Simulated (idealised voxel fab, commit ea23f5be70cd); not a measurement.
The name of this process module is voxel plated lines.
The figure presents cross-section cut, which has a width of 215 nm and is divided into square cells with an edge length of 5 nm.
Cross-section layout: square cells on a grid; listed as bands, top to bottom; a band spans one or more cell rows.
The entry gives the band's vertical extent as a top height and a bottom height in nm, then its horizontal make-up as materials from left to right, each with a width in nm. "empty" stands for empty space; a single material marked "throughout" fills the band edge to edge.
It should be noted that heights are counted from 0, beneath which the wafer as supplied is of one material throughout, and that the lowest band possesses no lower boundary but continues downward, as written in "0 down".
A two-number width, for instance "30..40", indicates that the width is equal to the first number in the top row of the band and to the second number in the bottom row, and that it changes by a constant amount per row of cells.
Basically "stayed the same" means that step didn't change any cell in the cross-section.
"Voids, fully enclosed" enumerates empty spaces isolated from the top, with no open way to it, that contain at least 8 cells, giving each as width x height at distance from the left edge, all three in nm.
If you see something after the settings on a step's line, that's the simulator's own remark about that step.
When a step includes a mask, the "overlay nm" setting on its line states how far to the right of its planned place that mask lay, and negative values state how far to the left.

Planned step list for the process
step 1: RECEIVE,material Si
step 2: CONFORMAL_DEP,material SiO2,thk nm 15
step 3: DIRECTIONAL_DEP,material TiN,thk nm 5
step 4: PATTERN,tone open,mask id LINES,material resist,width nm 20,pitch nm 40,thk nm 40,overlay nm 0
step 5: EPI,material Ru,thk nm 10
step 6: EPI,material Ru,thk nm 5
step 7: EPI,material Ru,thk nm 5
step 8: STRIP,etch materials resist
step 9: DIRECTIONAL_ETCH,etch materials TiN,depth nm 5
step 10: CONFORMAL_DEP,material SiN,thk nm 10

Cross-section of the wafer at receipt, which is the condition after step 1
- 0 down: Si throughout
- Voids, fully enclosed: none

Starting structure and process plan are as shown above, but one mistake was made in running the module; the wafer cross-section at the end of the module follows
- 30 to 20: SiN throughout
- 20 to 5: SiO2 throughout
- 5 to 0: TiN throughout
- 0 down: Si throughout
- Voids, fully enclosed: none
Against the plan, the run slipped here: steps 2 and 3: order swapped relative to plan
